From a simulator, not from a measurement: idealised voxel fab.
The name of this process module is voxel capacitor over wiring.
It is cross-section cut that appears here, measuring 150 nm in width, its square cells being 5 nm in size.
Bands, listed from the top down, are how a cross-section gets written in this document; the cross-section itself is a grid of square cells, and a band is one or more rows of them.
Look at the band entry: it leads with the top's height and the bottom's height in nm. Then it lists the materials left to right, with a width in nm for each. The word "everywhere" on a single material says that material fills the band edge to edge. The word "empty" is empty space.
Heights are expressed relative to 0, this being the level below which the as-received wafer comprises one material exclusively. The lowest band is unbounded in the downward direction and is denoted as in "0 and below".
Width "30->40": first value at the band's top row of cells, second value at its bottom row, equal change from row to row.
Where the words "stayed the same" appear for a step, the cross-section shows no cell changed by that step; every cell remained as before.
Reported under the label "Closed cavities" are the empty spaces having no open way to the top and comprising 8 cells or more; the notation for each is width x height at distance, in which the distance is measured from the left edge and all three values are in nm.
Text after the settings on a step's line: the simulator's own remark on that step.
Each step line may optionally specify "overlay nm", which for a step with a mask gives the rightward distance between the mask's planned place and where it lay, a negative value indicating the leftward direction.

SET OUT BELOW ARE THE PLANNED STEPS OF THE PROCESS
1. RECEIVE,material Si
2. CONFORMAL_DEP,material SiO2,thk nm 15
3. CONFORMAL_DEP,material SiN,thk nm 5
4. DIRECTIONAL_DEP,material lowk,thk nm 25
5. PATTERN,tone open,mask id METAL_1,material resist,width nm 25,pitch nm 95,thk nm 20,overlay nm 0
6. DIRECTIONAL_ETCH,etch materials lowk,depth nm 25
7. DIRECTIONAL_ETCH,etch materials SiN,depth nm 5
8. STRIP,etch materials resist
9. CONFORMAL_DEP,material TiN,thk nm 5
10. FILL_DEP,material Cu,thk nm 10
11. CMP,height nm 45
12. CONFORMAL_DEP,material SiCN,thk nm 5
13. DIRECTIONAL_DEP,material lowk,thk nm 20
14. DIRECTIONAL_DEP,material aC,thk nm 15
15. PATTERN,tone open,mask id PLUG_1,material resist,width nm 15,thk nm 35,overlay nm 0
16. DIRECTIONAL_ETCH,etch materials aC,depth nm 15
17. STRIP,etch materials resist
18. DIRECTIONAL_ETCH,etch materials lowk,depth nm 20
19. DIRECTIONAL_ETCH,etch materials SiCN,depth nm 5
20. STRIP,etch materials aC
21. CONFORMAL_DEP,material TiN,thk nm 5
22. FILL_DEP,material Ru,thk nm 10
23. CMP,height nm 70
24. DIRECTIONAL_DEP,material TiN,thk nm 5
25. DIRECTIONAL_DEP,material Al2O3,thk nm 5
26. DIRECTIONAL_DEP,material TiN,thk nm 10
27. DIRECTIONAL_DEP,material aC,thk nm 10
28. PATTERN,tone cover,mask id UPPER_PLATE,material resist,width nm 75,thk nm 30,overlay nm 0
29. DIRECTIONAL_ETCH,etch materials aC,depth nm 10
30. STRIP,etch materials resist
31. DIRECTIONAL_ETCH,etch materials TiN,depth nm 10
32. DIRECTIONAL_ETCH,etch materials Al2O3,depth nm 5
33. STRIP,etch materials aC
34. MASKED_ETCH,tone cover,mask id LOWER_PLATE,width nm 85,etch materials TiN,depth nm 5,overlay nm 0
35. FILL_DEP,material SiO2,thk nm 20
36. CMP,height nm 105
37. DIRECTIONAL_DEP,material aC,thk nm 15
38. PATTERN,tone open,mask id PLUG_2,material resist,width nm 15,thk nm 30,overlay nm 0
39. DIRECTIONAL_ETCH,etch materials aC,depth nm 15
40. STRIP,etch materials resist
41. DIRECTIONAL_ETCH,etch materials SiO2,depth nm 15
42. STRIP,etch materials aC
43. CONFORMAL_DEP,material TiN,thk nm 5
44. FILL_DEP,material Cu,thk nm 10
45. CMP,height nm 105
46. CONFORMAL_DEP,material SiN,thk nm 5
Heads up: all these wafers start the same, and what changes between them is the width nm in step 38. The value you see in the plan is just what the first wafer got.

FIRST OF SEVERAL WAFERS (AS RECEIVED, POST STEP 1), CROSS-SECTIONAL VIEW
- 0 and below: Si everywhere
- Closed cavities: none

PER-WAFER ROWS BELOW. FOR EACH MATERIAL: CELLS GAINED (+) OR LOST (-) SINCE THE WAFER WAS RECEIVED, AS OF END OF MODULE. THEN: CLOSED VOIDS
width nm 15, +15 Al2O3, +32 Cu, +4 Ru, +27 SiCN, +50 SiN, +229 SiO2, +95 TiN, +208 lowk, Closed cavities: none
width nm 20, +15 Al2O3, +34 Cu, +4 Ru, +27 SiCN, +50 SiN, +226 SiO2, +96 TiN, +208 lowk, Closed cavities: none
width nm 25, +15 Al2O3, +36 Cu, +4 Ru, +27 SiCN, +50 SiN, +223 SiO2, +97 TiN, +208 lowk, Closed cavities: none
width nm 30, +15 Al2O3, +38 Cu, +4 Ru, +27 SiCN, +50 SiN, +220 SiO2, +98 TiN, +208 lowk, Closed cavities: none
